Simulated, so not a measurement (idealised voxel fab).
The following is a process module called voxel ribs on slabs.
Square cells of 5 nm make up the cross-section cut, whose width is 285 nm.
A cross-section is written here as square cells arranged in a grid, and it is given in bands from the top down, each band taking up one or more rows of cells. The entry gives the band's vertical extent as a top height and a bottom height in nm, then its horizontal make-up as materials from left to right, each with a width in nm. "blank" stands for empty space; a single material marked "all across" fills the band edge to edge. Height reference: 0 = level under which incoming wafer is all one material. Lowest band: no bottom, runs on downward, e.g. "0..down". The width entry "30 to 40" should be interpreted row by row: the top row of cells in the band takes the first number, the bottom row takes the second number, and the change between adjacent rows is uniform throughout. When a step is marked "remained the same", none of the cells in the cross-section changed during that step. "Sealed void listing" - sealed voids, min. 8 cells, no opening to top; format: width x height at distance (distance from left edge; nm throughout). Read whatever lies past the settings on a step's line as the simulator's own remark about the step. Steps that use a mask can have "overlay nm" on their line. It says how far the mask sat to the right of where it was meant to be. Negative means to the left.
Planned step list for the process:
1,RECEIVE [material Si]
2,DIRECTIONAL_DEP [material SiO2] [thk nm 25]
3,DIRECTIONAL_DEP [material polySi] [thk nm 25]
4,PATTERN [tone cover] [mask id RIB] [material resist] [width nm 30] [thk nm 20] [overlay nm 0]
5,DIRECTIONAL_ETCH [etch materials polySi] [depth nm 5]
6,STRIP [etch materials resist]
7,PATTERN [tone cover] [mask id SLAB] [material resist] [width nm 90] [thk nm 15] [overlay nm 0]
8,DIRECTIONAL_ETCH [etch materials polySi] [depth nm 20]
9,STRIP [etch materials resist]
10,FILL_DEP [material SiO2] [thk nm 20]
11,CMP [height nm 65]
12,DIRECTIONAL_DEP [material W] [thk nm 10]
13,MASKED_ETCH [tone cover] [mask id HEATER] [width nm 40] [etch materials W] [depth nm 10] [overlay nm -15]
14,CONFORMAL_DEP [material SiO2] [thk nm 10]
The wafers are alike at the start. At step 13, their overlay nm differs. The plan lists the first wafer's value.
As-received state after step 1, first of several wafers, cross-section:
- 0..down  Si all across
- Sealed void listing: none
Below: a row per wafer. Contents at end of module: for every material, cells gained since receipt (+) or lost since receipt (-); then closed voids:
overlay nm -15, +785 SiO2, +16 W, +78 polySi, Sealed void listing: none
overlay nm -10, +785 SiO2, +16 W, +78 polySi, Sealed void listing: none
overlay nm -5, +785 SiO2, +16 W, +78 polySi, Sealed void listing: none
overlay nm 0, +785 SiO2, +16 W, +78 polySi, Sealed void listing: none
overlay nm 5, +785 SiO2, +16 W, +78 polySi, Sealed void listing: none
overlay nm 10, +785 SiO2, +16 W, +78 polySi, Sealed void listing: none
overlay nm 15, +785 SiO2, +16 W, +78 polySi, Sealed void listing: none
